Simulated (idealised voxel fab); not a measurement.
process module | voxel capacitor over wiring
cross-section cut | 230 nm wide | cells 5 nm
A cross-section is a grid of square cells, given in bands from the top down. A band is one or more rows of cells.
Each band's line starts with the height of the band's top and of its bottom, in nm. Then come its materials from left to right, each with its width in nm. One material with "throughout" fills the band from edge to edge. "air" is empty space.
Height 0 is the level under which the wafer as received is all one material. The lowest band goes on downwards, as in "0 down".
A width such as "30 to 40" changes by the same amount from each row of cells to the next, from the band's top row to its bottom row.
"no change" after a step means that no cell of the cross-section changed.
closed voids: empty space of 8 cells or more with no open way to the top, each as width x height at its distance from the left edge, in nm
after a step's settings: what the simulator itself notes on the step
overlay nm, on a step with a mask: how far to the right of its planned place the mask lay; to the left if negative
plan
1 op RECEIVE | material Si
2 op CONFORMAL_DEP | material SiO2 | thk nm 10
3 op CONFORMAL_DEP | material SiCN | thk nm 5
4 op DIRECTIONAL_DEP | material lowk | thk nm 20
5 op MASKED_ETCH | tone open | mask id METAL_1 | width nm 30 | pitch nm 90 | etch materials lowk | depth nm 20 | overlay nm 0
6 op MASKED_ETCH | tone open | mask id METAL_1 | width nm 30 | pitch nm 90 | etch materials SiCN | depth nm 5 | overlay nm 0
7 op CONFORMAL_DEP | material TiN | thk nm 5
8 op FILL_DEP | material W | thk nm 10
9 op CMP | height nm 35
10 op EPI | material Ru | thk nm 5
11 op FILL_DEP | material SiCN | thk nm 5
12 op DIRECTIONAL_DEP | material SiO2 | thk nm 15
13 op MASKED_ETCH | tone open | mask id PLUG_1 | width nm 15 | etch materials SiO2 | depth nm 15 | overlay nm 0
14 op MASKED_ETCH | tone open | mask id PLUG_1 | width nm 15 | etch materials SiCN | depth nm 5 | overlay nm 0
15 op EPI | material Ru | thk nm 10
16 op EPI | material Ru | thk nm 10
17 op DIRECTIONAL_DEP | material TiN | thk nm 5
18 op DIRECTIONAL_DEP | material SiN | thk nm 5
19 op DIRECTIONAL_DEP | material TiN | thk nm 5
20 op PATTERN | tone cover | mask id UPPER_PLATE | material resist | width nm 65 | thk nm 15 | overlay nm 0
21 op DIRECTIONAL_ETCH | etch materials TiN | depth nm 5
22 op DIRECTIONAL_ETCH | etch materials SiN | depth nm 5
23 op STRIP | etch materials resist
24 op MASKED_ETCH | tone cover | mask id LOWER_PLATE | width nm 75 | etch materials TiN | depth nm 5 | overlay nm 0
25 op FILL_DEP | material SiO2 | thk nm 20
26 op CMP | height nm 90
27 op PATTERN | tone open | mask id PLUG_2 | material resist | width nm 15 | thk nm 20 | overlay nm 0
28 op DIRECTIONAL_ETCH | etch materials SiO2 | depth nm 15
29 op STRIP | etch materials resist
30 op CONFORMAL_DEP | material TiN | thk nm 5
31 op FILL_DEP | material Ru | thk nm 10
32 op CMP | height nm 90
33 op CONFORMAL_DEP | material SiN | thk nm 5
first wafer, as planned
as received, after step 1
  0 down: Si throughout
  closed voids: none
after step 2
  10 to 0: SiO2 throughout
  below 0: unchanged
after step 3
  15 to 10: SiCN throughout
  below 10: unchanged
after step 4
  35 to 15: lowk throughout
  below 15: unchanged
after step 5
  35 to 15: lowk 55 | air 30 | lowk 60 | air 30 | lowk 55
  below 15: unchanged
after step 6
  35 to 15: lowk 55 | air 30 | lowk 60 | air 30 | lowk 55
  15 to 10: SiCN 55 | air 30 | SiCN 60 | air 30 | SiCN 55
  below 10: unchanged
after step 7
  40 to 35: TiN 60 | air 20 | TiN 70 | air 20 | TiN 60
  35 to 15: lowk 55 | TiN 5 | air 20 | TiN 5 | lowk 60 | TiN 5 | air 20 | TiN 5 | lowk 55
  15 to 10: SiCN 55 | TiN 30 | SiCN 60 | TiN 30 | SiCN 55
  below 10: unchanged
after step 8
  50 to 40: W throughout
  40 to 35: TiN 60 | W 20 | TiN 70 | W 20 | TiN 60
  35 to 15: lowk 55 | TiN 5 | W 20 | TiN 5 | lowk 60 | TiN 5 | W 20 | TiN 5 | lowk 55
  below 15: unchanged
after step 9
  35 to 15: lowk 55 | TiN 5 | W 20 | TiN 5 | lowk 60 | TiN 5 | W 20 | TiN 5 | lowk 55
  below 15: unchanged
after step 10
  40 to 35: air 50 | Ru 40 | air 50 | Ru 40 | air 50
  below 35: unchanged
after step 11
  45 to 40: SiCN throughout
  40 to 35: SiCN 50 | Ru 40 | SiCN 50 | Ru 40 | SiCN 50
  below 35: unchanged
after step 12
  60 to 45: SiO2 throughout
  below 45: unchanged
after step 13
  60 to 45: SiO2 70 | air 15 | SiO2 145
  below 45: unchanged
after step 14
  60 to 45: SiO2 70 | air 15 | SiO2 145
  45 to 40: SiCN 70 | air 15 | SiCN 145
  below 40: unchanged
after step 15
  60 to 50: SiO2 70 | air 15 | SiO2 145
  50 to 45: SiO2 70 | Ru 15 | SiO2 145
  45 to 40: SiCN 70 | Ru 15 | SiCN 145
  below 40: unchanged
after step 16
  60 to 45: SiO2 70 | Ru 15 | SiO2 145
  below 45: unchanged
after step 17
  65 to 60: TiN throughout
  below 60: unchanged
after step 18
  70 to 65: SiN throughout
  below 65: unchanged
after step 19
  75 to 70: TiN throughout
  below 70: unchanged
after step 20
  90 to 75: air 70 | resist 65 | air 95
  below 75: unchanged
after step 21
  90 to 75: air 70 | resist 65 | air 95
  75 to 70: air 70 | TiN 65 | air 95
  below 70: unchanged
after step 22
  90 to 75: air 70 | resist 65 | air 95
  75 to 70: air 70 | TiN 65 | air 95
  70 to 65: air 70 | SiN 65 | air 95
  below 65: unchanged
after step 23
  75 to 70: air 70 | TiN 65 | air 95
  below 70: unchanged
after step 24
  75 to 70: air 70 | TiN 65 | air 95
  70 to 65: air 70 | SiN 65 | air 95
  65 to 60: air 65 | TiN 75 | air 90
  below 60: unchanged
after step 25
  95 to 75: SiO2 throughout
  75 to 70: SiO2 70 | TiN 65 | SiO2 95
  70 to 65: SiO2 70 | SiN 65 | SiO2 95
  65 to 60: SiO2 65 | TiN 75 | SiO2 90
  below 60: unchanged
after step 26
  90 to 75: SiO2 throughout
  below 75: unchanged
after step 27
  110 to 90: resist 80 | air 15 | resist 135
  below 90: unchanged
after step 28
  110 to 90: resist 80 | air 15 | resist 135
  90 to 75: SiO2 80 | air 15 | SiO2 135
  below 75: unchanged
after step 29
  90 to 75: SiO2 80 | air 15 | SiO2 135
  below 75: unchanged
after step 30
  95 to 90: TiN 85 | air 5 | TiN 140
  90 to 80: SiO2 80 | TiN 5 | air 5 | TiN 5 | SiO2 135
  80 to 70: SiO2 80 to 70 | TiN 15 to 65 | SiO2 135 to 95
  below 70: unchanged
after step 31
  105 to 95: Ru throughout
  95 to 90: TiN 85 | Ru 5 | TiN 140
  90 to 80: SiO2 80 | TiN 5 | Ru 5 | TiN 5 | SiO2 135
  below 80: unchanged
after step 32
  90 to 80: SiO2 80 | TiN 5 | Ru 5 | TiN 5 | SiO2 135
  below 80: unchanged
after step 33
  95 to 90: SiN throughout
  below 90: unchanged
second wafer: like start, like plan, one mistake. Through step 4 it matches the first wafer
when step 5 should have ended
  35 to 15: air 55 | lowk 30 | air 60 | lowk 30 | air 55
  below 15: unchanged
when step 6 should have ended: no change
when step 7 should have ended
  40 to 35: air 50 | TiN 40 | air 50 | TiN 40 | air 50
  35 to 20: air 50 | TiN 5 | lowk 30 | TiN 5 | air 50 | TiN 5 | lowk 30 | TiN 5 | air 50
  20 to 15: TiN 55 | lowk 30 | TiN 60 | lowk 30 | TiN 55
  below 15: unchanged
when step 8 should have ended
  50 to 40: W throughout
  40 to 35: W 50 | TiN 40 | W 50 | TiN 40 | W 50
  35 to 20: W 50 | TiN 5 | lowk 30 | TiN 5 | W 50 | TiN 5 | lowk 30 | TiN 5 | W 50
  below 20: unchanged
when step 9 should have ended
  35 to 20: W 50 | TiN 5 | lowk 30 | TiN 5 | W 50 | TiN 5 | lowk 30 | TiN 5 | W 50
  below 20: unchanged
when step 10 should have ended
  40 to 35: Ru 60 | air 20 | Ru 70 | air 20 | Ru 60
  below 35: unchanged
when step 11 should have ended
  45 to 40: SiCN throughout
  40 to 35: Ru 60 | SiCN 20 | Ru 70 | SiCN 20 | Ru 60
  below 35: unchanged
when step 12 should have ended
  60 to 45: SiO2 throughout
  below 45: unchanged
when step 13 should have ended
  60 to 45: SiO2 70 | air 15 | SiO2 145
  below 45: unchanged
when step 14 should have ended
  60 to 45: SiO2 70 | air 15 | SiO2 145
  45 to 40: SiCN 70 | air 15 | SiCN 145
  below 40: unchanged
when step 15 should have ended
  60 to 50: SiO2 70 | air 15 | SiO2 145
  50 to 45: SiO2 70 | Ru 15 | SiO2 145
  45 to 40: SiCN 70 | Ru 15 | SiCN 145
  below 40: unchanged
when step 16 should have ended
  60 to 45: SiO2 70 | Ru 15 | SiO2 145
  below 45: unchanged
when step 17 should have ended
  65 to 60: TiN throughout
  below 60: unchanged
when step 18 should have ended
  70 to 65: SiN throughout
  below 65: unchanged
when step 19 should have ended
  75 to 70: TiN throughout
  below 70: unchanged
when step 20 should have ended
  90 to 75: air 70 | resist 65 | air 95
  below 75: unchanged
when step 21 should have ended
  90 to 75: air 70 | resist 65 | air 95
  75 to 70: air 70 | TiN 65 | air 95
  below 70: unchanged
when step 22 should have ended
  90 to 75: air 70 | resist 65 | air 95
  75 to 70: air 70 | TiN 65 | air 95
  70 to 65: air 70 | SiN 65 | air 95
  below 65: unchanged
when step 23 should have ended
  75 to 70: air 70 | TiN 65 | air 95
  below 70: unchanged
when step 24 should have ended
  75 to 70: air 70 | TiN 65 | air 95
  70 to 65: air 70 | SiN 65 | air 95
  65 to 60: air 65 | TiN 75 | air 90
  below 60: unchanged
when step 25 should have ended
  95 to 75: SiO2 throughout
  75 to 70: SiO2 70 | TiN 65 | SiO2 95
  70 to 65: SiO2 70 | SiN 65 | SiO2 95
  65 to 60: SiO2 65 | TiN 75 | SiO2 90
  below 60: unchanged
when step 26 should have ended
  90 to 75: SiO2 throughout
  below 75: unchanged
when step 27 should have ended
  110 to 90: resist 80 | air 15 | resist 135
  below 90: unchanged
when step 28 should have ended
  110 to 90: resist 80 | air 15 | resist 135
  90 to 75: SiO2 80 | air 15 | SiO2 135
  below 75: unchanged
when step 29 should have ended
  90 to 75: SiO2 80 | air 15 | SiO2 135
  below 75: unchanged
when step 30 should have ended
  95 to 90: TiN 85 | air 5 | TiN 140
  90 to 80: SiO2 80 | TiN 5 | air 5 | TiN 5 | SiO2 135
  80 to 70: SiO2 80 to 70 | TiN 15 to 65 | SiO2 135 to 95
  below 70: unchanged
when step 31 should have ended
  105 to 95: Ru throughout
  95 to 90: TiN 85 | Ru 5 | TiN 140
  90 to 80: SiO2 80 | TiN 5 | Ru 5 | TiN 5 | SiO2 135
  below 80: unchanged
when step 32 should have ended
  90 to 80: SiO2 80 | TiN 5 | Ru 5 | TiN 5 | SiO2 135
  below 80: unchanged
when step 33 should have ended
  95 to 90: SiN throughout
  below 90: unchanged
what went wrong: step 5 ran as: op MASKED_ETCH | tone cover | mask id METAL_1 | width nm 30 | pitch nm 90 | etch materials lowk | depth nm 20 | overlay nm 0
at the end the second wafer has, in cells: 22 more of Ru | 10 fewer of SiCN | 18 more of TiN | 58 more of W | 88 fewer of lowk
